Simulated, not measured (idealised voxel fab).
process module | voxel fin reveal
cross-section cut | 245 nm wide | cells 5 nm
A cross-section is a grid of square cells, given in bands from the top down. A band is one or more rows of cells.
Each band's line starts with the height of the band's top and of its bottom, in nm. Then come its materials from left to right, each with its width in nm. One material with "throughout" fills the band from edge to edge. "air" is empty space.
Height 0 is the level under which the wafer as received is all one material. The lowest band goes on downwards, as in "0 down".
A width such as "30 to 40" changes by the same amount from each row of cells to the next, from the band's top row to its bottom row.
"no change" after a step means that no cell of the cross-section changed.
closed voids: empty space of 8 cells or more with no open way to the top, each as width x height at its distance from the left edge, in nm
after a step's settings: what the simulator itself notes on the step
overlay nm, on a step with a mask: how far to the right of its planned place the mask lay; to the left if negative
plan
1 op RECEIVE | material Si
2 op CONFORMAL_DEP | material SiN | thk nm 5
3 op DIRECTIONAL_DEP | material aC | thk nm 10
4 op PATTERN | tone cover | mask id FINS | material resist | width nm 15 | pitch nm 40 | thk nm 25 | overlay nm 0
5 op DIRECTIONAL_ETCH | etch materials aC | depth nm 10
6 op STRIP | etch materials resist
7 op DIRECTIONAL_ETCH | etch materials SiN | depth nm 5
8 op DIRECTIONAL_ETCH | etch materials Si | depth nm 35
9 op STRIP | etch materials aC
10 op OXIDIZE | depth nm 5
11 op FILL_DEP | material SiO2 | thk nm 5
12 op CMP | height nm 5
13 op SELECTIVE_ETCH | etch materials SiO2 | depth nm 30
14 op STRIP | etch materials SiN
as received, after step 1
  0 down: Si throughout
  closed voids: none
first wafer at the end, as planned
  0 to -25: air 80 | Si 5 | air 35 | Si 5 | air 35 | Si 5 | air 80
  -25 to -40: SiO2 80 | Si 5 | SiO2 35 | Si 5 | SiO2 35 | Si 5 | SiO2 80
  -40 down: Si throughout
  closed voids: none
second wafer at the end: like start, like plan, one mistake
  0 to -25: Si 70 | air 25 | Si 15 | air 25 | Si 15 | air 25 | Si 70
  -25 to -40: Si 70 | SiO2 25 | Si 15 | SiO2 25 | Si 15 | SiO2 25 | Si 70
  -40 down: Si throughout
  closed voids: none
what went wrong: step 4 ran as: op PATTERN | tone open | mask id FINS | material resist | width nm 15 | pitch nm 40 | thk nm 25 | overlay nm 0
at the end the second wafer has, in cells: 248 more of Si | 93 fewer of SiO2
